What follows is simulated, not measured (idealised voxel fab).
The process module that follows is named voxel ribs on slabs.
Square cells of 5 nm make up the cross-section cut, whose width is 185 nm.
When this document writes out a cross-section, it uses a grid of square cells and lists it as bands, beginning at the top and moving down, with a band standing for one or more rows of cells.
Band: top and bottom heights (nm) first, top before bottom; then materials from left to right, widths in nm. "edge to edge" marks a sole material filling the band edge to edge. "empty" denotes empty space.
The level at which height equals 0 is the one under which the wafer, as it arrives, is entirely one material. No lower edge exists for the bottom band, which continues downward and is notated as in "from 0 down".
Graded width ("30 to 40"): value in top row of band = first number; value in bottom row = second number; row-to-row change constant.
Key: "remained unchanged" - step with no changed cell in the cross-section.
"Voids, fully enclosed" - sealed voids, min. 8 cells, no opening to top; format: width x height at distance (distance from left edge; nm throughout).
Anything after a step's settings on that line? It's the simulator's own note about the step.
overlay nm: step with mask; distance mask lay right of planned place; negative value = left of planned place.
### These are the steps we planned for the process
1,RECEIVE with material Si
2,DIRECTIONAL_DEP with material SiO2, thk nm 20
3,DIRECTIONAL_DEP with material SiN, thk nm 15
4,PATTERN with tone cover, mask id RIB, material resist, width nm 15, thk nm 20, overlay nm 0
5,DIRECTIONAL_ETCH with etch materials SiN, depth nm 5
6,STRIP with etch materials resist
7,DIRECTIONAL_DEP with material aC, thk nm 10
8,PATTERN with tone cover, mask id SLAB, material resist, width nm 65, thk nm 30, overlay nm 0
9,DIRECTIONAL_ETCH with etch materials aC, depth nm 10
10,STRIP with etch materials resist
11,DIRECTIONAL_ETCH with etch materials SiN, depth nm 10
12,STRIP with etch materials aC
13,FILL_DEP with material SiO2, thk nm 20
14,CMP with height nm 50
15,DIRECTIONAL_DEP with material TiN, thk nm 5
16,DIRECTIONAL_DEP with material aC, thk nm 15
17,PATTERN with tone cover, mask id HEATER, material resist, width nm 25, thk nm 30, overlay nm 0
18,DIRECTIONAL_ETCH with etch materials aC, depth nm 15
19,STRIP with etch materials resist
20,DIRECTIONAL_ETCH with etch materials TiN, depth nm 5
21,STRIP with etch materials aC
22,CONFORMAL_DEP with material SiO2, thk nm 5
### Wafer at receipt (post step 1), cross-section
* from 0 down  Si edge to edge
* Voids, fully enclosed: none
### The module was run from the start shown above using the plan shown above, but one mistake was made doing it; the resulting wafer cross-section is below
* from 60 to 55  empty=75  SiO2=35  empty=75
* from 55 to 50  SiO2=80  TiN=25  SiO2=80
* from 50 to 30  SiO2 edge to edge
* from 30 to 25  SiO2=60  SiN=25  SiO2=15  SiN=25  SiO2=60
* from 25 to 20  SiO2=60  SiN=65  SiO2=60
* from 20 to 0  SiO2 edge to edge
* from 0 down  Si edge to edge
* Voids, fully enclosed: none
What was done differently from what was planned? it was found that steps 6 and 7 of the process plan had been performed in exchanged positions
